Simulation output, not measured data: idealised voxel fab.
voxel ribs on slabs: a process module
Section shown: cut. Width: 220 nm. Cell size: 5 nm, square.
For the purposes of this document, a cross-section shall be understood as a grid of square cells, specified as bands listed in top-to-bottom order, each band consisting of one or more rows of cells.
Quick guide to a band line: top height, bottom height (nm) up front; then every material left to right with its width in nm. Only one material and it's marked "all across"? Then it fills the band edge to edge. And "air" just means empty space.
Heights are expressed relative to 0, this being the level below which the as-received wafer comprises one material exclusively. The lowest band is unbounded in the downward direction and is denoted as in "0 down".
The expression "30->40" gives the width at the extremes of the band, the first number at its top row of cells and the second at its bottom row, with the width changing by equal amounts from each row to the next in between.
The designation "nothing got changed", where it is given for a processing step, indicates that no cell of the cross-section was altered in the course of that step.
The entry titled "Enclosed void listing" provides the empty spaces that have no open way to the top, restricted to those of 8 cells or more. Each is presented as width x height at distance, the distance being measured from the left edge, with all three in nm.
Note: text after step settings on the step line = simulator remark on that step.
The setting "overlay nm" may be written on the line of a step. When the step uses a mask, the value reports how far to the right of the planned place the mask lay, and a negative value reports that it lay to the left.
# The process steps that were planned are listed below
1,op RECEIVE | material Si
2,op DIRECTIONAL_DEP | material SiO2 | thk nm 30
3,op DIRECTIONAL_DEP | material SiN | thk nm 15
4,op MASKED_ETCH | tone cover | mask id RIB | width nm 15 | etch materials SiN | depth nm 10 | overlay nm 0
5,op PATTERN | tone cover | mask id SLAB | material resist | width nm 55 | thk nm 20 | overlay nm 0
6,op DIRECTIONAL_ETCH | etch materials SiN | depth nm 5
7,op STRIP | etch materials resist
8,op FILL_DEP | material SiO2 | thk nm 25
9,op CMP | height nm 60
10,op DIRECTIONAL_DEP | material TiN | thk nm 5
11,op DIRECTIONAL_DEP | material aC | thk nm 15
12,op PATTERN | tone cover | mask id HEATER | material resist | width nm 25 | thk nm 35 | overlay nm 0
13,op DIRECTIONAL_ETCH | etch materials aC | depth nm 15
14,op STRIP | etch materials resist
15,op DIRECTIONAL_ETCH | etch materials TiN | depth nm 5
16,op STRIP | etch materials aC
17,op CONFORMAL_DEP | material SiO2 | thk nm 5
# This is the cross-section of the wafer as we received it, i.e. after step 1
> 0 down  Si all across
> Enclosed void listing: none
# Cross-section, end of module. Start: as above. Plan: as above. Execution: one mistake
> 70 to 65  air (85), SiO2 (45), air (90)
> 65 to 60  SiO2 (90), TiN (35), SiO2 (95)
> 60 to 45  SiO2 all across
> 45 to 35  SiO2 (100), SiN (15), SiO2 (105)
> 35 to 30  SiO2 (80), SiN (55), SiO2 (85)
> 30 to 0  SiO2 all across
> 0 down  Si all across
> Enclosed void listing: none
Error vs. plan: off-plan run, step 12, actual operation and settings op PATTERN | tone cover | mask id HEATER | material resist | width nm 35 | thk nm 35 | overlay nm 0
